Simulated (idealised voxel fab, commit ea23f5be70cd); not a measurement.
process module | voxel self aligned vias
cross-section cut | 205 nm wide | cells 5 nm
A cross-section is a grid of square cells, given in bands from the top down. A band is one or more rows of cells.
Each band's line starts with the height of the band's top and of its bottom, in nm. Then come its materials from left to right, each with its width in nm. One material with "throughout" fills the band from edge to edge. "air" is empty space.
Height 0 is the level under which the wafer as received is all one material. The lowest band goes on downwards, as in "0 down".
A width such as "30 to 40" changes by the same amount from each row of cells to the next, from the band's top row to its bottom row.
"no change" after a step means that no cell of the cross-section changed.
closed voids: empty space of 8 cells or more with no open way to the top, each as width x height at its distance from the left edge, in nm
after a step's settings: what the simulator itself notes on the step
overlay nm, on a step with a mask: how far to the right of its planned place the mask lay; to the left if negative
plan
1 op RECEIVE | material Si
2 op CONFORMAL_DEP | material SiO2 | thk nm 10
3 op CONFORMAL_DEP | material SiCN | thk nm 5
4 op DIRECTIONAL_DEP | material SiO2 | thk nm 25
5 op PATTERN | tone open | mask id LINES | material resist | width nm 20 | pitch nm 65 | thk nm 20 | overlay nm 0
6 op DIRECTIONAL_ETCH | etch materials SiO2 | depth nm 25
7 op STRIP | etch materials resist
8 op CONFORMAL_DEP | material TiN | thk nm 5
9 op FILL_DEP | material W | thk nm 10
10 op CMP | height nm 40
11 op SELECTIVE_ETCH | etch materials W Ru TiN | depth nm 5
12 op FILL_DEP | material SiN | thk nm 5
13 op CMP | height nm 40
14 op DIRECTIONAL_DEP | material SiO2 | thk nm 20
15 op PATTERN | tone open | mask id VIAS | material resist | width nm 40 | pitch nm 130 | thk nm 20 | overlay nm 0
16 op DIRECTIONAL_ETCH | etch materials SiO2 | depth nm 20
17 op DIRECTIONAL_ETCH | etch materials SiN | depth nm 5
18 op STRIP | etch materials resist
19 op CONFORMAL_DEP | material TiN | thk nm 5
20 op FILL_DEP | material Ru | thk nm 5
21 op CMP | height nm 60
22 op CONFORMAL_DEP | material SiN | thk nm 5
first wafer, as planned
as received, after step 1
  0 down: Si throughout
  closed voids: none
after step 2
  10 to 0: SiO2 throughout
  below 0: unchanged
after step 3
  15 to 10: SiCN throughout
  below 10: unchanged
after step 4
  40 to 15: SiO2 throughout
  below 15: unchanged
after step 5
  60 to 40: resist 25 | air 20 | resist 45 | air 20 | resist 45 | air 20 | resist 30
  below 40: unchanged
after step 6
  60 to 40: resist 25 | air 20 | resist 45 | air 20 | resist 45 | air 20 | resist 30
  40 to 15: SiO2 25 | air 20 | SiO2 45 | air 20 | SiO2 45 | air 20 | SiO2 30
  below 15: unchanged
after step 7
  40 to 15: SiO2 25 | air 20 | SiO2 45 | air 20 | SiO2 45 | air 20 | SiO2 30
  below 15: unchanged
after step 8
  45 to 40: TiN 30 | air 10 | TiN 55 | air 10 | TiN 55 | air 10 | TiN 35
  40 to 20: SiO2 25 | TiN 5 | air 10 | TiN 5 | SiO2 45 | TiN 5 | air 10 | TiN 5 | SiO2 45 | TiN 5 | air 10 | TiN 5 | SiO2 30
  20 to 15: SiO2 25 | TiN 20 | SiO2 45 | TiN 20 | SiO2 45 | TiN 20 | SiO2 30
  below 15: unchanged
after step 9
  55 to 45: W throughout
  45 to 40: TiN 30 | W 10 | TiN 55 | W 10 | TiN 55 | W 10 | TiN 35
  40 to 20: SiO2 25 | TiN 5 | W 10 | TiN 5 | SiO2 45 | TiN 5 | W 10 | TiN 5 | SiO2 45 | TiN 5 | W 10 | TiN 5 | SiO2 30
  below 20: unchanged
after step 10
  40 to 20: SiO2 25 | TiN 5 | W 10 | TiN 5 | SiO2 45 | TiN 5 | W 10 | TiN 5 | SiO2 45 | TiN 5 | W 10 | TiN 5 | SiO2 30
  below 20: unchanged
after step 11
  40 to 35: SiO2 25 | air 20 | SiO2 45 | air 20 | SiO2 45 | air 20 | SiO2 30
  below 35: unchanged
after step 12
  45 to 40: SiN throughout
  40 to 35: SiO2 25 | SiN 20 | SiO2 45 | SiN 20 | SiO2 45 | SiN 20 | SiO2 30
  below 35: unchanged
after step 13
  40 to 35: SiO2 25 | SiN 20 | SiO2 45 | SiN 20 | SiO2 45 | SiN 20 | SiO2 30
  below 35: unchanged
after step 14
  60 to 40: SiO2 throughout
  below 40: unchanged
after step 15
  80 to 60: resist 15 | air 40 | resist 90 | air 40 | resist 20
  below 60: unchanged
after step 16
  80 to 60: resist 15 | air 40 | resist 90 | air 40 | resist 20
  60 to 40: SiO2 15 | air 40 | SiO2 90 | air 40 | SiO2 20
  below 40: unchanged
after step 17
  80 to 60: resist 15 | air 40 | resist 90 | air 40 | resist 20
  60 to 40: SiO2 15 | air 40 | SiO2 90 | air 40 | SiO2 20
  40 to 35: SiO2 25 | air 20 | SiO2 45 | SiN 20 | SiO2 45 | air 20 | SiO2 30
  below 35: unchanged
after step 18
  60 to 40: SiO2 15 | air 40 | SiO2 90 | air 40 | SiO2 20
  below 40: unchanged
after step 19
  65 to 60: TiN 20 | air 30 | TiN 100 | air 30 | TiN 25
  60 to 45: SiO2 15 | TiN 5 | air 30 | TiN 5 | SiO2 90 | TiN 5 | air 30 | TiN 5 | SiO2 20
  45 to 40: SiO2 15 | TiN 15 | air 10 | TiN 15 | SiO2 90 | TiN 15 | air 10 | TiN 15 | SiO2 20
  40 to 35: SiO2 25 | TiN 20 | SiO2 45 | SiN 20 | SiO2 45 | TiN 20 | SiO2 30
  below 35: unchanged
after step 20
  70 to 65: Ru throughout
  65 to 60: TiN 20 | Ru 30 | TiN 100 | Ru 30 | TiN 25
  60 to 45: SiO2 15 | TiN 5 | Ru 30 | TiN 5 | SiO2 90 | TiN 5 | Ru 30 | TiN 5 | SiO2 20
  45 to 40: SiO2 15 | TiN 15 | Ru 10 | TiN 15 | SiO2 90 | TiN 15 | Ru 10 | TiN 15 | SiO2 20
  below 40: unchanged
after step 21
  60 to 45: SiO2 15 | TiN 5 | Ru 30 | TiN 5 | SiO2 90 | TiN 5 | Ru 30 | TiN 5 | SiO2 20
  below 45: unchanged
after step 22
  65 to 60: SiN throughout
  below 60: unchanged
second wafer: like start, like plan, one mistake. Through step 13 it matches the first wafer
when step 14 should have ended
  55 to 40: SiO2 throughout
  below 40: unchanged
when step 15 should have ended
  75 to 55: resist 15 | air 40 | resist 90 | air 40 | resist 20
  below 55: unchanged
when step 16 should have ended
  75 to 55: resist 15 | air 40 | resist 90 | air 40 | resist 20
  55 to 40: SiO2 15 | air 40 | SiO2 90 | air 40 | SiO2 20
  40 to 35: SiO2 15 | air 10 | SiN 20 | air 10 | SiO2 35 | SiN 20 | SiO2 35 | air 10 | SiN 20 | air 10 | SiO2 20
  below 35: unchanged
when step 17 should have ended
  75 to 55: resist 15 | air 40 | resist 90 | air 40 | resist 20
  55 to 40: SiO2 15 | air 40 | SiO2 90 | air 40 | SiO2 20
  40 to 35: SiO2 15 | air 40 | SiO2 35 | SiN 20 | SiO2 35 | air 40 | SiO2 20
  below 35: unchanged
when step 18 should have ended
  55 to 40: SiO2 15 | air 40 | SiO2 90 | air 40 | SiO2 20
  below 40: unchanged
when step 19 should have ended
  60 to 55: TiN 20 | air 30 | TiN 100 | air 30 | TiN 25
  55 to 40: SiO2 15 | TiN 5 | air 30 | TiN 5 | SiO2 90 | TiN 5 | air 30 | TiN 5 | SiO2 20
  40 to 35: SiO2 15 | TiN 40 | SiO2 35 | SiN 20 | SiO2 35 | TiN 40 | SiO2 20
  below 35: unchanged
when step 20 should have ended
  65 to 60: Ru throughout
  60 to 55: TiN 20 | Ru 30 | TiN 100 | Ru 30 | TiN 25
  55 to 40: SiO2 15 | TiN 5 | Ru 30 | TiN 5 | SiO2 90 | TiN 5 | Ru 30 | TiN 5 | SiO2 20
  below 40: unchanged
when step 21 should have ended
  60 to 55: TiN 20 | Ru 30 | TiN 100 | Ru 30 | TiN 25
  below 55: unchanged
when step 22 should have ended
  65 to 60: SiN throughout
  below 60: unchanged
what went wrong: step 14 ran as: op DIRECTIONAL_DEP | material SiO2 | thk nm 15
at the end the second wafer has, in cells: 8 more of Ru | 33 fewer of SiO2 | 25 more of TiN
